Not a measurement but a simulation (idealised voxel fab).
process module | voxel transistor to metal
cross-section cut | 190 nm wide | cells 5 nm
A cross-section is a grid of square cells, given in bands from the top down. A band is one or more rows of cells.
Each band's line starts with the height of the band's top and of its bottom, in nm. Then come its materials from left to right, each with its width in nm. One material with "throughout" fills the band from edge to edge. "air" is empty space.
Height 0 is the level under which the wafer as received is all one material. The lowest band goes on downwards, as in "0 down".
A width such as "30 to 40" changes by the same amount from each row of cells to the next, from the band's top row to its bottom row.
"no change" after a step means that no cell of the cross-section changed.
closed voids: empty space of 8 cells or more with no open way to the top, each as width x height at its distance from the left edge, in nm
after a step's settings: what the simulator itself notes on the step
overlay nm, on a step with a mask: how far to the right of its planned place the mask lay; to the left if negative
plan
1 op RECEIVE | material Si
2 op OXIDIZE | depth nm 5
3 op CONFORMAL_DEP | material SiN | thk nm 15
4 op MASKED_ETCH | tone cover | mask id ACTIVE | width nm 105 | etch materials SiN | depth nm 15 | overlay nm 0
5 op MASKED_ETCH | tone cover | mask id ACTIVE | width nm 105 | etch materials SiO2 | depth nm 5 | overlay nm 0
6 op MASKED_ETCH | tone cover | mask id ACTIVE | width nm 105 | etch materials Si | depth nm 30 | overlay nm 0
7 op OXIDIZE | depth nm 5
8 op FILL_DEP | material SiO2 | thk nm 10
9 op CMP | height nm 15
10 op SELECTIVE_ETCH | etch materials SiO2 | depth nm 5
11 op STRIP | etch materials SiN
12 op SELECTIVE_ETCH | etch materials SiO2 | depth nm 5
13 op OXIDIZE | depth nm 5
14 op DIRECTIONAL_DEP | material polySi | thk nm 20
15 op DIRECTIONAL_DEP | material SiCN | thk nm 10
16 op MASKED_ETCH | tone cover | mask id GATE | width nm 15 | etch materials SiCN | depth nm 20 | overlay nm 0
17 op MASKED_ETCH | tone cover | mask id GATE | width nm 15 | etch materials polySi | depth nm 30 | overlay nm 0
18 op CONFORMAL_DEP | material SiO2 | thk nm 5
19 op DIRECTIONAL_ETCH | etch materials SiO2 | depth nm 5
20 op CONFORMAL_DEP | material SiN | thk nm 5
21 op DIRECTIONAL_ETCH | etch materials SiN | depth nm 5
22 op DIRECTIONAL_ETCH | etch materials SiO2 | depth nm 5
23 op DIRECTIONAL_ETCH | etch materials Si | depth nm 15
24 op EPI | material nSi | thk nm 15
25 op FILL_DEP | material SiO2 | thk nm 10
26 op CMP | height nm 25
27 op DIRECTIONAL_DEP | material SiO2 | thk nm 10
28 op DIRECTIONAL_DEP | material aC | thk nm 10
29 op PATTERN | tone open | mask id CONTACT | material resist | width nm 30 | pitch nm 55 | thk nm 30 | overlay nm 0
30 op DIRECTIONAL_ETCH | etch materials aC | depth nm 10
31 op STRIP | etch materials resist
32 op DIRECTIONAL_ETCH | etch materials SiO2 | depth nm 45
33 op STRIP | etch materials aC
34 op CONFORMAL_DEP | material TiN | thk nm 5
35 op FILL_DEP | material W | thk nm 10
36 op CMP | height nm 35
37 op DIRECTIONAL_DEP | material TiN | thk nm 5
38 op DIRECTIONAL_DEP | material Ru | thk nm 15
39 op PATTERN | tone cover | mask id METAL_1 | material resist | width nm 15 | pitch nm 70 | thk nm 20 | overlay nm 0
40 op DIRECTIONAL_ETCH | etch materials Ru | depth nm 15
41 op DIRECTIONAL_ETCH | etch materials TiN | depth nm 5
42 op STRIP | etch materials resist
43 op CONFORMAL_DEP | material SiN | thk nm 5
44 op FILL_DEP | material SiO2 | thk nm 5
45 op CMP | height nm 55
46 op CONFORMAL_DEP | material SiCN | thk nm 5
47 op DIRECTIONAL_DEP | material SiO2 | thk nm 30
48 op DIRECTIONAL_DEP | material aC | thk nm 15
49 op PATTERN | tone open | mask id METAL_2 | material resist | width nm 15 | pitch nm 70 | thk nm 30 | overlay nm 0
50 op DIRECTIONAL_ETCH | etch materials aC | depth nm 15
51 op STRIP | etch materials resist
52 op DIRECTIONAL_ETCH | etch materials SiO2 | depth nm 20
53 op STRIP | etch materials aC
54 op MASKED_ETCH | tone open | mask id METAL_2_HOLES | width nm 15 | pitch nm 70 | etch materials SiO2 | depth nm 10 | overlay nm 0
55 op MASKED_ETCH | tone open | mask id METAL_2_HOLES | width nm 15 | pitch nm 70 | etch materials SiCN | depth nm 5 | overlay nm 0
56 op CONFORMAL_DEP | material TiN | thk nm 5
57 op FILL_DEP | material Cu | thk nm 5
58 op CMP | height nm 90
59 op CONFORMAL_DEP | material SiCN | thk nm 5
first wafer, as planned
as received, after step 1
  0 down: Si throughout
  closed voids: none
after step 2
  0 to -5: SiO2 throughout
  below -5: unchanged
after step 3
  15 to 0: SiN throughout
  below 0: unchanged
after step 4
  15 to 0: air 40 | SiN 105 | air 45
  below 0: unchanged
after step 5
  15 to 0: air 40 | SiN 105 | air 45
  0 to -5: air 40 | SiO2 105 | air 45
  below -5: unchanged
after step 6
  15 to 0: air 40 | SiN 105 | air 45
  0 to -5: air 40 | SiO2 105 | air 45
  -5 to -35: air 40 | Si 105 | air 45
  below -35: unchanged
after step 7
  15 to 0: air 40 | SiN 105 | air 45
  0 to -5: air 40 | SiO2 105 | air 45
  -5 to -35: air 40 | SiO2 5 | Si 95 | SiO2 5 | air 45
  -35 to -40: SiO2 45 | Si 95 | SiO2 50
  below -40: unchanged
after step 8
  25 to 15: SiO2 throughout
  15 to 0: SiO2 40 | SiN 105 | SiO2 45
  0 to -5: SiO2 throughout
  -5 to -40: SiO2 45 | Si 95 | SiO2 50
  below -40: unchanged
after step 9
  15 to 0: SiO2 40 | SiN 105 | SiO2 45
  below 0: unchanged
after step 10
  15 to 10: air 40 | SiN 105 | air 45
  below 10: unchanged
after step 11
  10 to 0: SiO2 40 | air 105 | SiO2 45
  below 0: unchanged
after step 12
  5 to -5: SiO2 35 | air 115 | SiO2 40
  below -5: unchanged
after step 13
  5 to -5: SiO2 35 | air 115 | SiO2 40
  -5 to -10: SiO2 throughout
  below -10: unchanged
after step 14
  25 to 15: polySi 35 | air 115 | polySi 40
  15 to 5: polySi throughout
  5 to -5: SiO2 35 | polySi 115 | SiO2 40
  below -5: unchanged
after step 15
  35 to 25: SiCN 35 | air 115 | SiCN 40
  25 to 15: polySi 35 | SiCN 115 | polySi 40
  below 15: unchanged
after step 16
  25 to 15: polySi 35 | air 50 | SiCN 15 | air 50 | polySi 40
  below 15: unchanged
after step 17
  25 to 15: air 85 | SiCN 15 | air 90
  15 to 5: air 85 | polySi 15 | air 90
  5 to -5: SiO2 35 | air 50 | polySi 15 | air 50 | SiO2 40
  below -5: unchanged
after step 18
  30 to 25: air 80 | SiO2 25 | air 85
  25 to 15: air 80 | SiO2 5 | SiCN 15 | SiO2 5 | air 85
  15 to 10: air 80 | SiO2 5 | polySi 15 | SiO2 5 | air 85
  10 to 0: SiO2 40 | air 40 | SiO2 5 | polySi 15 | SiO2 5 | air 40 | SiO2 45
  0 to -5: SiO2 85 | polySi 15 | SiO2 90
  below -5: unchanged
after step 19
  25 to 15: air 80 | SiO2 5 | SiCN 15 | SiO2 5 | air 85
  15 to 5: air 80 | SiO2 5 | polySi 15 | SiO2 5 | air 85
  5 to -5: SiO2 40 | air 40 | SiO2 5 | polySi 15 | SiO2 5 | air 40 | SiO2 45
  below -5: unchanged
after step 20
  30 to 25: air 75 | SiN 35 | air 80
  25 to 15: air 75 | SiN 5 | SiO2 5 | SiCN 15 | SiO2 5 | SiN 5 | air 80
  15 to 10: air 75 | SiN 5 | SiO2 5 | polySi 15 | SiO2 5 | SiN 5 | air 80
  10 to 5: SiN 45 | air 30 | SiN 5 | SiO2 5 | polySi 15 | SiO2 5 | SiN 5 | air 30 | SiN 50
  5 to 0: SiO2 40 | SiN 5 | air 30 | SiN 5 | SiO2 5 | polySi 15 | SiO2 5 | SiN 5 | air 30 | SiN 5 | SiO2 45
  0 to -5: SiO2 40 | SiN 40 | SiO2 5 | polySi 15 | SiO2 5 | SiN 40 | SiO2 45
  below -5: unchanged
after step 21
  25 to 15: air 75 | SiN 5 | SiO2 5 | SiCN 15 | SiO2 5 | SiN 5 | air 80
  15 to 5: air 75 | SiN 5 | SiO2 5 | polySi 15 | SiO2 5 | SiN 5 | air 80
  5 to -5: SiO2 40 | SiN 5 | air 30 | SiN 5 | SiO2 5 | polySi 15 | SiO2 5 | SiN 5 | air 30 | SiN 5 | SiO2 45
  below -5: unchanged
after step 22
  25 to 20: air 75 | SiN 5 | air 5 | SiCN 15 | air 5 | SiN 5 | air 80
  20 to 15: air 75 | SiN 5 | SiO2 5 | SiCN 15 | SiO2 5 | SiN 5 | air 80
  15 to 5: air 75 | SiN 5 | SiO2 5 | polySi 15 | SiO2 5 | SiN 5 | air 80
  5 to 0: air 40 | SiN 5 | air 30 | SiN 5 | SiO2 5 | polySi 15 | SiO2 5 | SiN 5 | air 30 | SiN 5 | air 45
  0 to -5: SiO2 40 | SiN 5 | air 30 | SiN 5 | SiO2 5 | polySi 15 | SiO2 5 | SiN 5 | air 30 | SiN 5 | SiO2 45
  -5 to -10: SiO2 45 | air 30 | SiO2 35 | air 30 | SiO2 50
  below -10: unchanged
after step 23
  25 to 20: air 75 | SiN 5 | air 5 | SiCN 15 | air 5 | SiN 5 | air 80
  20 to 15: air 75 | SiN 5 | SiO2 5 | SiCN 15 | SiO2 5 | SiN 5 | air 80
  15 to 5: air 75 | SiN 5 | SiO2 5 | polySi 15 | SiO2 5 | SiN 5 | air 80
  5 to 0: air 40 | SiN 5 | air 30 | SiN 5 | SiO2 5 | polySi 15 | SiO2 5 | SiN 5 | air 30 | SiN 5 | air 45
  0 to -5: SiO2 40 | SiN 5 | air 30 | SiN 5 | SiO2 5 | polySi 15 | SiO2 5 | SiN 5 | air 30 | SiN 5 | SiO2 45
  -5 to -10: SiO2 45 | air 30 | SiO2 35 | air 30 | SiO2 50
  -10 to -25: SiO2 45 | air 30 | Si 35 | air 30 | SiO2 50
  below -25: unchanged
after step 24
  25 to 20: air 75 | SiN 5 | air 5 | SiCN 15 | air 5 | SiN 5 | air 80
  20 to 15: air 75 | SiN 5 | SiO2 5 | SiCN 15 | SiO2 5 | SiN 5 | air 80
  15 to 5: air 75 | SiN 5 | SiO2 5 | polySi 15 | SiO2 5 | SiN 5 | air 80
  5 to 0: air 40 | SiN 5 | air 15 | nSi 15 | SiN 5 | SiO2 5 | polySi 15 | SiO2 5 | SiN 5 | nSi 15 | air 15 | SiN 5 | air 45
  0 to -5: SiO2 40 | SiN 5 | air 15 | nSi 15 | SiN 5 | SiO2 5 | polySi 15 | SiO2 5 | SiN 5 | nSi 15 | air 15 | SiN 5 | SiO2 45
  -5 to -10: SiO2 45 | air 15 | nSi 15 | SiO2 35 | nSi 15 | air 15 | SiO2 50
  -10 to -25: SiO2 45 | nSi 30 | Si 35 | nSi 30 | SiO2 50
  below -25: unchanged
after step 25
  35 to 25: SiO2 throughout
  25 to 15: SiO2 75 | SiN 5 | SiO2 5 | SiCN 15 | SiO2 5 | SiN 5 | SiO2 80
  15 to 5: SiO2 75 | SiN 5 | SiO2 5 | polySi 15 | SiO2 5 | SiN 5 | SiO2 80
  5 to -5: SiO2 40 | SiN 5 | SiO2 15 | nSi 15 | SiN 5 | SiO2 5 | polySi 15 | SiO2 5 | SiN 5 | nSi 15 | SiO2 15 | SiN 5 | SiO2 45
  -5 to -10: SiO2 60 | nSi 15 | SiO2 35 | nSi 15 | SiO2 65
  below -10: unchanged
after step 26
  25 to 15: SiO2 75 | SiN 5 | SiO2 5 | SiCN 15 | SiO2 5 | SiN 5 | SiO2 80
  below 15: unchanged
after step 27
  35 to 25: SiO2 throughout
  below 25: unchanged
after step 28
  45 to 35: aC throughout
  below 35: unchanged
after step 29
  75 to 45: resist 50 | air 30 | resist 25 | air 30 | resist 55
  below 45: unchanged
after step 30
  65 to 45: resist 50 | air 30 | resist 25 | air 30 | resist 55
  45 to 35: aC 50 | air 30 | aC 25 | air 30 | aC 55
  below 35: unchanged
after step 31
  45 to 35: aC 50 | air 30 | aC 25 | air 30 | aC 55
  below 35: unchanged
after step 32
  45 to 35: aC 50 | air 30 | aC 25 | air 30 | aC 55
  35 to 25: SiO2 50 | air 30 | SiO2 25 | air 30 | SiO2 55
  25 to 15: SiO2 50 | air 25 | SiN 5 | SiO2 5 | SiCN 15 | SiO2 5 | SiN 5 | air 25 | SiO2 55
  15 to 5: SiO2 50 | air 25 | SiN 5 | SiO2 5 | polySi 15 | SiO2 5 | SiN 5 | air 25 | SiO2 55
  5 to -5: SiO2 40 | SiN 5 | SiO2 5 | air 10 | nSi 15 | SiN 5 | SiO2 5 | polySi 15 | SiO2 5 | SiN 5 | nSi 15 | air 10 | SiO2 5 | SiN 5 | SiO2 45
  -5 to -10: SiO2 50 | air 10 | nSi 15 | SiO2 35 | nSi 15 | air 10 | SiO2 55
  below -10: unchanged
after step 33
  35 to 25: SiO2 50 | air 30 | SiO2 25 | air 30 | SiO2 55
  below 25: unchanged
after step 34
  40 to 35: TiN 55 | air 20 | TiN 35 | air 20 | TiN 60
  35 to 25: SiO2 50 | TiN 5 | air 20 to 15 | TiN 5 to 10 | SiO2 25 | TiN 5 to 10 | air 20 to 15 | TiN 5 | SiO2 55
  25 to 15: SiO2 50 | TiN 5 | air 15 | TiN 5 | SiN 5 | SiO2 5 | SiCN 15 | SiO2 5 | SiN 5 | TiN 5 | air 15 | TiN 5 | SiO2 55
  15 to 10: SiO2 50 | TiN 5 | air 15 | TiN 5 | SiN 5 | SiO2 5 | polySi 15 | SiO2 5 | SiN 5 | TiN 5 | air 15 | TiN 5 | SiO2 55
  10 to 5: SiO2 50 | TiN 25 | SiN 5 | SiO2 5 | polySi 15 | SiO2 5 | SiN 5 | TiN 25 | SiO2 55
  5 to -5: SiO2 40 | SiN 5 | SiO2 5 | TiN 10 | nSi 15 | SiN 5 | SiO2 5 | polySi 15 | SiO2 5 | SiN 5 | nSi 15 | TiN 10 | SiO2 5 | SiN 5 | SiO2 45
  -5 to -10: SiO2 50 | TiN 10 | nSi 15 | SiO2 35 | nSi 15 | TiN 10 | SiO2 55
  below -10: unchanged
after step 35
  50 to 40: W throughout
  40 to 35: TiN 55 | W 20 | TiN 35 | W 20 | TiN 60
  35 to 25: SiO2 50 | TiN 5 | W 20 to 15 | TiN 5 to 10 | SiO2 25 | TiN 5 to 10 | W 20 to 15 | TiN 5 | SiO2 55
  25 to 15: SiO2 50 | TiN 5 | W 15 | TiN 5 | SiN 5 | SiO2 5 | SiCN 15 | SiO2 5 | SiN 5 | TiN 5 | W 15 | TiN 5 | SiO2 55
  15 to 10: SiO2 50 | TiN 5 | W 15 | TiN 5 | SiN 5 | SiO2 5 | polySi 15 | SiO2 5 | SiN 5 | TiN 5 | W 15 | TiN 5 | SiO2 55
  below 10: unchanged
after step 36
  35 to 25: SiO2 50 | TiN 5 | W 20 to 15 | TiN 5 to 10 | SiO2 25 | TiN 5 to 10 | W 20 to 15 | TiN 5 | SiO2 55
  below 25: unchanged
after step 37
  40 to 35: TiN throughout
  below 35: unchanged
after step 38
  55 to 40: Ru throughout
  below 40: unchanged
after step 39
  75 to 55: air 50 | resist 15 | air 55 | resist 15 | air 55
  below 55: unchanged
after step 40
  75 to 55: air 50 | resist 15 | air 55 | resist 15 | air 55
  55 to 40: air 50 | Ru 15 | air 55 | Ru 15 | air 55
  below 40: unchanged
after step 41
  75 to 55: air 50 | resist 15 | air 55 | resist 15 | air 55
  55 to 40: air 50 | Ru 15 | air 55 | Ru 15 | air 55
  40 to 35: air 50 | TiN 15 | air 55 | TiN 15 | air 55
  below 35: unchanged
after step 42
  55 to 40: air 50 | Ru 15 | air 55 | Ru 15 | air 55
  below 40: unchanged
after step 43
  60 to 55: air 45 | SiN 25 | air 45 | SiN 25 | air 50
  55 to 40: air 45 | SiN 5 | Ru 15 | SiN 5 | air 45 | SiN 5 | Ru 15 | SiN 5 | air 50
  40 to 35: SiN 50 | TiN 15 | SiN 55 | TiN 15 | SiN 55
  below 35: unchanged
after step 44
  65 to 60: SiO2 throughout
  60 to 55: SiO2 45 | SiN 25 | SiO2 45 | SiN 25 | SiO2 50
  55 to 40: SiO2 45 | SiN 5 | Ru 15 | SiN 5 | SiO2 45 | SiN 5 | Ru 15 | SiN 5 | SiO2 50
  below 40: unchanged
after step 45
  55 to 40: SiO2 45 | SiN 5 | Ru 15 | SiN 5 | SiO2 45 | SiN 5 | Ru 15 | SiN 5 | SiO2 50
  below 40: unchanged
after step 46
  60 to 55: SiCN throughout
  below 55: unchanged
after step 47
  90 to 60: SiO2 throughout
  below 60: unchanged
after step 48
  105 to 90: aC throughout
  below 90: unchanged
after step 49
  135 to 105: resist 50 | air 15 | resist 55 | air 15 | resist 55
  below 105: unchanged
after step 50
  120 to 105: resist 50 | air 15 | resist 55 | air 15 | resist 55
  105 to 90: aC 50 | air 15 | aC 55 | air 15 | aC 55
  below 90: unchanged
after step 51
  105 to 90: aC 50 | air 15 | aC 55 | air 15 | aC 55
  below 90: unchanged
after step 52
  105 to 90: aC 50 | air 15 | aC 55 | air 15 | aC 55
  90 to 70: SiO2 50 | air 15 | SiO2 55 | air 15 | SiO2 55
  below 70: unchanged
after step 53
  90 to 70: SiO2 50 | air 15 | SiO2 55 | air 15 | SiO2 55
  below 70: unchanged
after step 54
  90 to 60: SiO2 50 | air 15 | SiO2 55 | air 15 | SiO2 55
  below 60: unchanged
after step 55
  90 to 60: SiO2 50 | air 15 | SiO2 55 | air 15 | SiO2 55
  60 to 55: SiCN 50 | air 15 | SiCN 55 | air 15 | SiCN 55
  below 55: unchanged
after step 56
  95 to 90: TiN 55 | air 5 | TiN 65 | air 5 | TiN 60
  90 to 60: SiO2 50 | TiN 5 | air 5 | TiN 5 | SiO2 55 | TiN 5 | air 5 | TiN 5 | SiO2 55
  60 to 55: SiCN 50 | TiN 15 | SiCN 55 | TiN 15 | SiCN 55
  below 55: unchanged
after step 57
  100 to 95: Cu throughout
  95 to 90: TiN 55 | Cu 5 | TiN 65 | Cu 5 | TiN 60
  90 to 60: SiO2 50 | TiN 5 | Cu 5 | TiN 5 | SiO2 55 | TiN 5 | Cu 5 | TiN 5 | SiO2 55
  below 60: unchanged
after step 58
  90 to 60: SiO2 50 | TiN 5 | Cu 5 | TiN 5 | SiO2 55 | TiN 5 | Cu 5 | TiN 5 | SiO2 55
  below 60: unchanged
after step 59
  95 to 90: SiCN throughout
  below 90: unchanged
second wafer: like start, like plan, one mistake. Through step 53 it matches the first wafer
when step 54 should have ended
  90 to 80: SiO2 45 | air 20 | SiO2 50 | air 20 | SiO2 55
  80 to 70: SiO2 50 | air 15 | SiO2 55 | air 15 | SiO2 55
  70 to 60: SiO2 50 | air 10 | SiO2 60 | air 10 | SiO2 60
  below 60: unchanged
when step 55 should have ended
  90 to 80: SiO2 45 | air 20 | SiO2 50 | air 20 | SiO2 55
  80 to 70: SiO2 50 | air 15 | SiO2 55 | air 15 | SiO2 55
  70 to 60: SiO2 50 | air 10 | SiO2 60 | air 10 | SiO2 60
  60 to 55: SiCN 50 | air 10 | SiCN 60 | air 10 | SiCN 60
  below 55: unchanged
when step 56 should have ended
  95 to 90: TiN 50 | air 10 | TiN 60 | air 10 | TiN 60
  90 to 80: SiO2 45 | TiN 5 to 10 | air 10 to 5 | TiN 5 | SiO2 50 | TiN 5 to 10 | air 10 to 5 | TiN 5 | SiO2 55
  80 to 75: SiO2 50 | TiN 5 | air 5 | TiN 5 | SiO2 55 | TiN 5 | air 5 | TiN 5 | SiO2 55
  75 to 70: SiO2 50 | TiN 15 | SiO2 55 | TiN 15 | SiO2 55
  70 to 60: SiO2 50 | TiN 10 | SiO2 60 | TiN 10 | SiO2 60
  60 to 55: SiCN 50 | TiN 10 | SiCN 60 | TiN 10 | SiCN 60
  below 55: unchanged
when step 57 should have ended
  100 to 95: Cu throughout
  95 to 90: TiN 50 | Cu 10 | TiN 60 | Cu 10 | TiN 60
  90 to 80: SiO2 45 | TiN 5 to 10 | Cu 10 to 5 | TiN 5 | SiO2 50 | TiN 5 to 10 | Cu 10 to 5 | TiN 5 | SiO2 55
  80 to 75: SiO2 50 | TiN 5 | Cu 5 | TiN 5 | SiO2 55 | TiN 5 | Cu 5 | TiN 5 | SiO2 55
  below 75: unchanged
when step 58 should have ended
  90 to 80: SiO2 45 | TiN 5 to 10 | Cu 10 to 5 | TiN 5 | SiO2 50 | TiN 5 to 10 | Cu 10 to 5 | TiN 5 | SiO2 55
  below 80: unchanged
when step 59 should have ended
  95 to 90: SiCN throughout
  below 90: unchanged
what went wrong: step 54 ran as: op MASKED_ETCH | tone open | mask id METAL_2_HOLES | width nm 15 | pitch nm 70 | etch materials SiO2 | depth nm 10 | overlay nm -5
at the end the second wafer has, in cells: 4 fewer of Cu | 2 more of SiCN | 2 more of TiN
